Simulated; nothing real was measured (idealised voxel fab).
The following process module bears the name voxel spacer lines.
Each square cell in cross-section cut measures 5 nm, and the section as a whole is 220 nm wide.
A cross-section in this document is a grid of square cells, and it is written down as bands, the top band listed before the ones below it; a band is made up of one or more rows of cells.
Read a band's entry like this: the first values are the height of its top and the height of its bottom in nm, and what follows is the sequence of materials from left to right, each with its width in nm. Note that "air" is empty space, and that a single material marked "edge to edge" reaches across the band from edge to edge.
Beneath 0, the wafer as received is one material, and that level is where height counting begins. The lowest band goes on downward without a bottom; it is written like "top 0, no bottom".
Width: "30 to 40" (first number = top row, second number = bottom row, same change from row to row of cells).
A step reported as "identical to before" is a step in which no cell of the cross-section changed.
"Enclosed void listing": sealed empty spaces, 8 cells or more, no open way to top, listed width x height at distance, with distance from the left edge and width, height and distance in nm.
Heads up: the bit after the settings on a step's line is the simulator's remark on that step.
A step line may carry the setting "overlay nm", which, for steps involving a mask, states the distance by which the mask lay to the right of its intended position; negative values denote displacement to the left.
# These are the steps we planned for the process
- 1: RECEIVE | material Si
- 2: CONFORMAL_DEP | material Al2O3 | thk nm 10
- 3: DIRECTIONAL_DEP | material SiN | thk nm 10
- 4: DIRECTIONAL_DEP | material aC | thk nm 25
- 5: PATTERN | tone cover | mask id MANDREL | material resist | width nm 15 | pitch nm 60 | thk nm 30 | overlay nm 0
- 6: DIRECTIONAL_ETCH | etch materials aC | depth nm 25
- 7: STRIP | etch materials resist
- 8: CONFORMAL_DEP | material SiO2 | thk nm 15
- 9: DIRECTIONAL_ETCH | etch materials SiO2 | depth nm 15
- 10: STRIP | etch materials aC
- 11: DIRECTIONAL_ETCH | etch materials SiN | depth nm 10
- 12: STRIP | etch materials SiO2
- 13: FILL_DEP | material SiO2 | thk nm 5
- 14: CMP | height nm 20
# First of two wafers, with the run carried out as planned
# Cross-section of the wafer as it came to us, i.e., already through step 1
top 0, no bottom | Si edge to edge
Enclosed void listing: none
# How the wafer stands in section after step 2
top 10, bottom 0 | Al2O3 edge to edge
For the remainder of the cross-section, below 0, there is no change.
# How the wafer stands in section after step 3
top 20, bottom 10 | SiN edge to edge
For the remainder of the cross-section, below 10, there is no change.
# How the wafer stands in section after step 4
top 45, bottom 20 | aC edge to edge
For the remainder of the cross-section, below 20, there is no change.
# How the wafer stands in section after step 5
top 75, bottom 45 | air 40 nm; resist 15 nm; air 45 nm; resist 15 nm; air 45 nm; resist 15 nm; air 45 nm
For the remainder of the cross-section, below 45, there is no change.
# How the wafer stands in section after step 6
top 50, bottom 45 | air 40 nm; resist 15 nm; air 45 nm; resist 15 nm; air 45 nm; resist 15 nm; air 45 nm
top 45, bottom 20 | air 40 nm; aC 15 nm; air 45 nm; aC 15 nm; air 45 nm; aC 15 nm; air 45 nm
For the remainder of the cross-section, below 20, there is no change.
# How the wafer stands in section after step 7
top 45, bottom 20 | air 40 nm; aC 15 nm; air 45 nm; aC 15 nm; air 45 nm; aC 15 nm; air 45 nm
For the remainder of the cross-section, below 20, there is no change.
# How the wafer stands in section after step 8
top 60, bottom 45 | air 25 nm; SiO2 45 nm; air 15 nm; SiO2 45 nm; air 15 nm; SiO2 45 nm; air 30 nm
top 45, bottom 35 | air 25 nm; SiO2 15 nm; aC 15 nm; SiO2 15 nm; air 15 nm; SiO2 15 nm; aC 15 nm; SiO2 15 nm; air 15 nm; SiO2 15 nm; aC 15 nm; SiO2 15 nm; air 30 nm
top 35, bottom 20 | SiO2 40 nm; aC 15 nm; SiO2 45 nm; aC 15 nm; SiO2 45 nm; aC 15 nm; SiO2 45 nm
For the remainder of the cross-section, below 20, there is no change.
# How the wafer stands in section after step 9
top 45, bottom 20 | air 25 nm; SiO2 15 nm; aC 15 nm; SiO2 15 nm; air 15 nm; SiO2 15 nm; aC 15 nm; SiO2 15 nm; air 15 nm; SiO2 15 nm; aC 15 nm; SiO2 15 nm; air 30 nm
For the remainder of the cross-section, below 20, there is no change.
# How the wafer stands in section after step 10
top 45, bottom 20 | air 25 nm; SiO2 15 nm; air 15 nm; SiO2 15 nm; air 15 nm; SiO2 15 nm; air 15 nm; SiO2 15 nm; air 15 nm; SiO2 15 nm; air 15 nm; SiO2 15 nm; air 30 nm
For the remainder of the cross-section, below 20, there is no change.
# How the wafer stands in section after step 11
top 45, bottom 20 | air 25 nm; SiO2 15 nm; air 15 nm; SiO2 15 nm; air 15 nm; SiO2 15 nm; air 15 nm; SiO2 15 nm; air 15 nm; SiO2 15 nm; air 15 nm; SiO2 15 nm; air 30 nm
top 20, bottom 10 | air 25 nm; SiN 15 nm; air 15 nm; SiN 15 nm; air 15 nm; SiN 15 nm; air 15 nm; SiN 15 nm; air 15 nm; SiN 15 nm; air 15 nm; SiN 15 nm; air 30 nm
For the remainder of the cross-section, below 10, there is no change.
# How the wafer stands in section after step 12
top 20, bottom 10 | air 25 nm; SiN 15 nm; air 15 nm; SiN 15 nm; air 15 nm; SiN 15 nm; air 15 nm; SiN 15 nm; air 15 nm; SiN 15 nm; air 15 nm; SiN 15 nm; air 30 nm
For the remainder of the cross-section, below 10, there is no change.
# How the wafer stands in section after step 13
top 25, bottom 20 | SiO2 edge to edge
top 20, bottom 10 | SiO2 25 nm; SiN 15 nm; SiO2 15 nm; SiN 15 nm; SiO2 15 nm; SiN 15 nm; SiO2 15 nm; SiN 15 nm; SiO2 15 nm; SiN 15 nm; SiO2 15 nm; SiN 15 nm; SiO2 30 nm
For the remainder of the cross-section, below 10, there is no change.
# How the wafer stands in section after step 14
top 20, bottom 10 | SiO2 25 nm; SiN 15 nm; SiO2 15 nm; SiN 15 nm; SiO2 15 nm; SiN 15 nm; SiO2 15 nm; SiN 15 nm; SiO2 15 nm; SiN 15 nm; SiO2 15 nm; SiN 15 nm; SiO2 30 nm
For the remainder of the cross-section, below 10, there is no change.
# Here the second wafer is described. Its start and its plan were those of the first wafer. Its run contained one mistake. Up to and including step 13, it did exactly what the first wafer did
# Look at the second wafer in cross-section at the time step 14 ought to have finished
top 10, bottom 0 | Al2O3 edge to edge
For the remainder of the cross-section, below 0, there is no change.
It is concluded that the wafer was processed incorrectly with respect to the plan, in that the process deviated at step 14: the operation and settings actually run there were CMP | height nm 10
At the finish, the second wafer shows more or fewer cells for some materials than the first does: 36 fewer of SiN; 52 fewer of SiO2
